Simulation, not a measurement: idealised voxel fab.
This is a process module. Its name is voxel lift off.
cross-section cut | 215 nm wide | cells 5 nm
A cross-section is written here as square cells arranged in a grid, and it is given in bands from the top down, each band taking up one or more rows of cells.
What a band's entry tells you: where the top is and where the bottom is, as heights in nm, and after that what lies inside, material by material from left to right, each with its width in nm. Empty space is written as the word "empty", and a single material marked with the word "all across" occupies the band from edge to edge.
For the purposes of this specification, 0 denotes the height below which the wafer in its as-received condition is composed wholly of one material, and the lowermost band, lacking a lower limit, extends downward without end, as expressed in "top 0, no bottom".
It should be noted that a width expressed as "30 to 40" varies in equal increments from row to row of cells within the band, taking the value of the first number at the top row and that of the second number at the bottom row.
You'll sometimes find "all unchanged" written for a step, and that's the way of saying that nowhere in the cross-section did a cell change during that step.
So "Closed voids list" is basically the list of trapped voids: any empty space of 8 cells or more that can't reach the top through an opening. They're written width x height at distance, the distance being from the left edge, and it's all nm.
Formally, on a step line, whatever follows the settings is a remark that the simulator itself makes on the step.
overlay nm: how far to the right of its planned place the mask lay on this masked step (negative: to the left).
-- List of planned process steps
step 1: RECEIVE, material Si
step 2: CONFORMAL_DEP, material Al2O3, thk nm 5
step 3: PATTERN, tone open, mask id LINES, material resist, width nm 25, pitch nm 40, thk nm 20, overlay nm -15
step 4: DIRECTIONAL_DEP, material Ru, thk nm 10
step 5: STRIP, etch materials resist
step 6: CONFORMAL_DEP, material SiCN, thk nm 5
The plan shows the overlay nm of step 3 as the first wafer had it; this setting differs between the wafers, which start out alike.
-- As-received state after step 1, first of several wafers, cross-section
- top 0, no bottom: Si all across
- Closed voids list: none
-- The cross-section of the first of several wafers is given below for the end of the module, after its final step, step 6
- top 20, bottom 15: empty 15; SiCN 35; empty 5; SiCN 35; empty 5; SiCN 35; empty 5; SiCN 35; empty 45
- top 15, bottom 10: empty 15; SiCN 5; Ru 25; SiCN 5; empty 5; SiCN 5; Ru 25; SiCN 5; empty 5; SiCN 5; Ru 25; SiCN 5; empty 5; SiCN 5; Ru 25; SiCN 5; empty 45
- top 10, bottom 5: SiCN 20; Ru 25; SiCN 15; Ru 25; SiCN 15; Ru 25; SiCN 15; Ru 25; SiCN 50
- top 5, bottom 0: Al2O3 all across
- top 0, no bottom: Si all across
- Closed voids list: none
-- Cross-section of the last wafer at end of module
- top 20, bottom 15: empty 45; SiCN 35; empty 5; SiCN 35; empty 5; SiCN 35; empty 5; SiCN 35; empty 15
- top 15, bottom 10: empty 45; SiCN 5; Ru 25; SiCN 5; empty 5; SiCN 5; Ru 25; SiCN 5; empty 5; SiCN 5; Ru 25; SiCN 5; empty 5; SiCN 5; Ru 25; SiCN 5; empty 15
- top 10, bottom 5: SiCN 50; Ru 25; SiCN 15; Ru 25; SiCN 15; Ru 25; SiCN 15; Ru 25; SiCN 20
- top 5, bottom 0: Al2O3 all across
- top 0, no bottom: Si all across
- Closed voids list: none
-- Per wafer (row), end of module: delta in cells per material since receipt, (+) for gained, (-) for lost; closed voids after that
overlay nm -15, +43 Al2O3, +40 Ru, +59 SiCN, Closed voids list: none
overlay nm -10, +43 Al2O3, +40 Ru, +59 SiCN, Closed voids list: none
overlay nm -5, +43 Al2O3, +40 Ru, +59 SiCN, Closed voids list: none
overlay nm 0, +43 Al2O3, +40 Ru, +59 SiCN, Closed voids list: none
overlay nm 5, +43 Al2O3, +40 Ru, +59 SiCN, Closed voids list: none
overlay nm 10, +43 Al2O3, +40 Ru, +59 SiCN, Closed voids list: none
overlay nm 15, +43 Al2O3, +40 Ru, +59 SiCN, Closed voids list: none
